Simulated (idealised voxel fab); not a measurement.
Module name: voxel self aligned contacts (process module)
Cross-section cut: width 190 nm, square cells of 5 nm.
Cross-section spec: square-cell grid; bands listed top down; each band is one or more rows.
Each band's line starts with the height of the band's top and of its bottom, in nm. Then come its materials from left to right, each with its width in nm. One material with "full width" fills the band from edge to edge. "blank" is empty space.
Below 0: as-received wafer, all one material; heights counted from there. Lowest band: no bottom, goes on down, written "z 0 and below".
A two-number width, for instance "30..40", indicates that the width is equal to the first number in the top row of the band and to the second number in the bottom row, and that it changes by a constant amount per row of cells.
Any step labelled "changes: none" changed none of the cells in the cross-section.
"Sealed void inventory" - sealed voids, min. 8 cells, no opening to top; format: width x height at distance (distance from left edge; nm throughout).
after a step's settings: what the simulator itself notes on the step
The setting "overlay nm" may be written on the line of a step. When the step uses a mask, the value reports how far to the right of the planned place the mask lay, and a negative value reports that it lay to the left.
-- Here's what the planned process steps look like
step 1: RECEIVE,material Si
step 2: OXIDIZE,depth nm 5
step 3: DIRECTIONAL_DEP,material polySi,thk nm 25
step 4: DIRECTIONAL_DEP,material SiN,thk nm 25
step 5: PATTERN,tone cover,mask id GATE,material resist,width nm 35,pitch nm 80,thk nm 20,overlay nm 0
step 6: DIRECTIONAL_ETCH,etch materials SiN,depth nm 25
step 7: DIRECTIONAL_ETCH,etch materials polySi,depth nm 25
step 8: STRIP,etch materials resist
step 9: CONFORMAL_DEP,material SiN,thk nm 10
step 10: DIRECTIONAL_ETCH,etch materials SiN,depth nm 10
step 11: FILL_DEP,material SiO2,thk nm 10
step 12: CMP,height nm 55
step 13: DIRECTIONAL_DEP,material aC,thk nm 15
step 14: PATTERN,tone open,mask id CONTACT,material resist,width nm 55,thk nm 35,overlay nm 0
step 15: DIRECTIONAL_ETCH,etch materials aC,depth nm 15
step 16: STRIP,etch materials resist
step 17: DIRECTIONAL_ETCH,etch materials SiO2,depth nm 60
step 18: STRIP,etch materials aC
step 19: CONFORMAL_DEP,material TiN,thk nm 5
step 20: FILL_DEP,material Ru,thk nm 5
step 21: CMP,height nm 55
step 22: CONFORMAL_DEP,material SiN,thk nm 5
-- First of two wafers, with the run carried out as planned
-- Cross-section of the incoming wafer, state after step 1
> z 0 and below = Si full width
> Sealed void inventory: none
-- Sectional view: wafer, after step 2
> z 0 to -5 = SiO2 full width
> Below -5, the layers are the same as they were.
-- Sectional view: wafer, after step 3
> z 25 to 0 = polySi full width
> Below 0, the layers are the same as they were.
-- Sectional view: wafer, after step 4
> z 50 to 25 = SiN full width
> Below 25, the layers are the same as they were.
-- Sectional view: wafer, after step 5
> z 70 to 50 = blank=35, resist=35, blank=45, resist=35, blank=40
> Below 50, the layers are the same as they were.
-- Sectional view: wafer, after step 6
> z 70 to 50 = blank=35, resist=35, blank=45, resist=35, blank=40
> z 50 to 25 = blank=35, SiN=35, blank=45, SiN=35, blank=40
> Below 25, the layers are the same as they were.
-- Sectional view: wafer, after step 7
> z 70 to 50 = blank=35, resist=35, blank=45, resist=35, blank=40
> z 50 to 25 = blank=35, SiN=35, blank=45, SiN=35, blank=40
> z 25 to 0 = blank=35, polySi=35, blank=45, polySi=35, blank=40
> Below 0, the layers are the same as they were.
-- Sectional view: wafer, after step 8
> z 50 to 25 = blank=35, SiN=35, blank=45, SiN=35, blank=40
> Below 25, the layers are the same as they were.
-- Sectional view: wafer, after step 9
> z 60 to 25 = blank=25, SiN=55, blank=25, SiN=55, blank=30
> z 25 to 10 = blank=25, SiN=10, polySi=35, SiN=10, blank=25, SiN=10, polySi=35, SiN=10, blank=30
> z 10 to 0 = SiN=35, polySi=35, SiN=45, polySi=35, SiN=40
> Below 0, the layers are the same as they were.
-- Sectional view: wafer, after step 10
> z 50 to 25 = blank=25, SiN=55, blank=25, SiN=55, blank=30
> z 25 to 0 = blank=25, SiN=10, polySi=35, SiN=10, blank=25, SiN=10, polySi=35, SiN=10, blank=30
> Below 0, the layers are the same as they were.
-- Sectional view: wafer, after step 11
> z 60 to 50 = SiO2 full width
> z 50 to 25 = SiO2=25, SiN=55, SiO2=25, SiN=55, SiO2=30
> z 25 to 0 = SiO2=25, SiN=10, polySi=35, SiN=10, SiO2=25, SiN=10, polySi=35, SiN=10, SiO2=30
> Below 0, the layers are the same as they were.
-- Sectional view: wafer, after step 12
> z 55 to 50 = SiO2 full width
> Below 50, the layers are the same as they were.
-- Sectional view: wafer, after step 13
> z 70 to 55 = aC full width
> Below 55, the layers are the same as they were.
-- Sectional view: wafer, after step 14
> z 105 to 70 = resist=65, blank=55, resist=70
> Below 70, the layers are the same as they were.
-- Sectional view: wafer, after step 15
> z 90 to 70 = resist=65, blank=55, resist=70
> z 70 to 55 = aC=65, blank=55, aC=70
> Below 55, the layers are the same as they were.
-- Sectional view: wafer, after step 16
> z 70 to 55 = aC=65, blank=55, aC=70
> Below 55, the layers are the same as they were.
-- Sectional view: wafer, after step 17
> z 70 to 55 = aC=65, blank=55, aC=70
> z 55 to 50 = SiO2=65, blank=55, SiO2=70
> z 50 to 25 = SiO2=25, SiN=55, blank=25, SiN=55, SiO2=30
> z 25 to 0 = SiO2=25, SiN=10, polySi=35, SiN=10, blank=25, SiN=10, polySi=35, SiN=10, SiO2=30
> z 0 to -5 = SiO2=80, blank=25, SiO2=85
> Below -5, the layers are the same as they were.
-- Sectional view: wafer, after step 18
> z 55 to 50 = SiO2=65, blank=55, SiO2=70
> Below 50, the layers are the same as they were.
-- Sectional view: wafer, after step 19
> z 60 to 55 = TiN=70, blank=45, TiN=75
> z 55 to 50 = SiO2=65, TiN=20, blank=15, TiN=20, SiO2=70
> z 50 to 25 = SiO2=25, SiN=55, TiN=5, blank=15, TiN=5, SiN=55, SiO2=30
> z 25 to 0 = SiO2=25, SiN=10, polySi=35, SiN=10, TiN=5, blank=15, TiN=5, SiN=10, polySi=35, SiN=10, SiO2=30
> z 0 to -5 = SiO2=80, TiN=25, SiO2=85
> Below -5, the layers are the same as they were.
-- Sectional view: wafer, after step 20
> z 65 to 60 = Ru full width
> z 60 to 55 = TiN=70, Ru=45, TiN=75
> z 55 to 50 = SiO2=65, TiN=20, Ru=15, TiN=20, SiO2=70
> z 50 to 25 = SiO2=25, SiN=55, TiN=5, Ru=15, TiN=5, SiN=55, SiO2=30
> z 25 to 0 = SiO2=25, SiN=10, polySi=35, SiN=10, TiN=5, Ru=15, TiN=5, SiN=10, polySi=35, SiN=10, SiO2=30
> Below 0, the layers are the same as they were.
-- Sectional view: wafer, after step 21
> z 55 to 50 = SiO2=65, TiN=20, Ru=15, TiN=20, SiO2=70
> Below 50, the layers are the same as they were.
-- Sectional view: wafer, after step 22
> z 60 to 55 = SiN full width
> Below 55, the layers are the same as they were.
-- Okay, second wafer. Nothing different at the start, nothing different in the plan, just one mistake somewhere in the running. As far as step 13, counting that step, it's the first wafer all over again
-- Second wafer, cut view, end of step 14 per plan
> z 105 to 70 = resist=60, blank=55, resist=75
> Below 70, the layers are the same as they were.
-- Second wafer, cut view, end of step 15 per plan
> z 90 to 70 = resist=60, blank=55, resist=75
> z 70 to 55 = aC=60, blank=55, aC=75
> Below 55, the layers are the same as they were.
-- Second wafer, cut view, end of step 16 per plan
> z 70 to 55 = aC=60, blank=55, aC=75
> Below 55, the layers are the same as they were.
-- Second wafer, cut view, end of step 17 per plan
> z 70 to 55 = aC=60, blank=55, aC=75
> z 55 to 50 = SiO2=60, blank=55, SiO2=75
> z 50 to 25 = SiO2=25, SiN=55, blank=25, SiN=55, SiO2=30
> z 25 to 0 = SiO2=25, SiN=10, polySi=35, SiN=10, blank=25, SiN=10, polySi=35, SiN=10, SiO2=30
> z 0 to -5 = SiO2=80, blank=25, SiO2=85
> Below -5, the layers are the same as they were.
-- Second wafer, cut view, end of step 18 per plan
> z 55 to 50 = SiO2=60, blank=55, SiO2=75
> Below 50, the layers are the same as they were.
-- Second wafer, cut view, end of step 19 per plan
> z 60 to 55 = TiN=65, blank=45, TiN=80
> z 55 to 50 = SiO2=60, TiN=25, blank=15, TiN=15, SiO2=75
> z 50 to 25 = SiO2=25, SiN=55, TiN=5, blank=15, TiN=5, SiN=55, SiO2=30
> z 25 to 0 = SiO2=25, SiN=10, polySi=35, SiN=10, TiN=5, blank=15, TiN=5, SiN=10, polySi=35, SiN=10, SiO2=30
> z 0 to -5 = SiO2=80, TiN=25, SiO2=85
> Below -5, the layers are the same as they were.
-- Second wafer, cut view, end of step 20 per plan
> z 65 to 60 = Ru full width
> z 60 to 55 = TiN=65, Ru=45, TiN=80
> z 55 to 50 = SiO2=60, TiN=25, Ru=15, TiN=15, SiO2=75
> z 50 to 25 = SiO2=25, SiN=55, TiN=5, Ru=15, TiN=5, SiN=55, SiO2=30
> z 25 to 0 = SiO2=25, SiN=10, polySi=35, SiN=10, TiN=5, Ru=15, TiN=5, SiN=10, polySi=35, SiN=10, SiO2=30
> Below 0, the layers are the same as they were.
-- Second wafer, cut view, end of step 21 per plan
> z 55 to 50 = SiO2=60, TiN=25, Ru=15, TiN=15, SiO2=75
> Below 50, the layers are the same as they were.
-- Second wafer, cut view, end of step 22 per plan
> z 60 to 55 = SiN full width
> Below 55, the layers are the same as they were.
what went wrong: off-plan run, step 14, actual operation and settings PATTERN,tone open,mask id CONTACT,material resist,width nm 55,thk nm 35,overlay nm -5
Tallied in cells, the final second wafer holds each material in the same quantity as the first, although not at the same places.
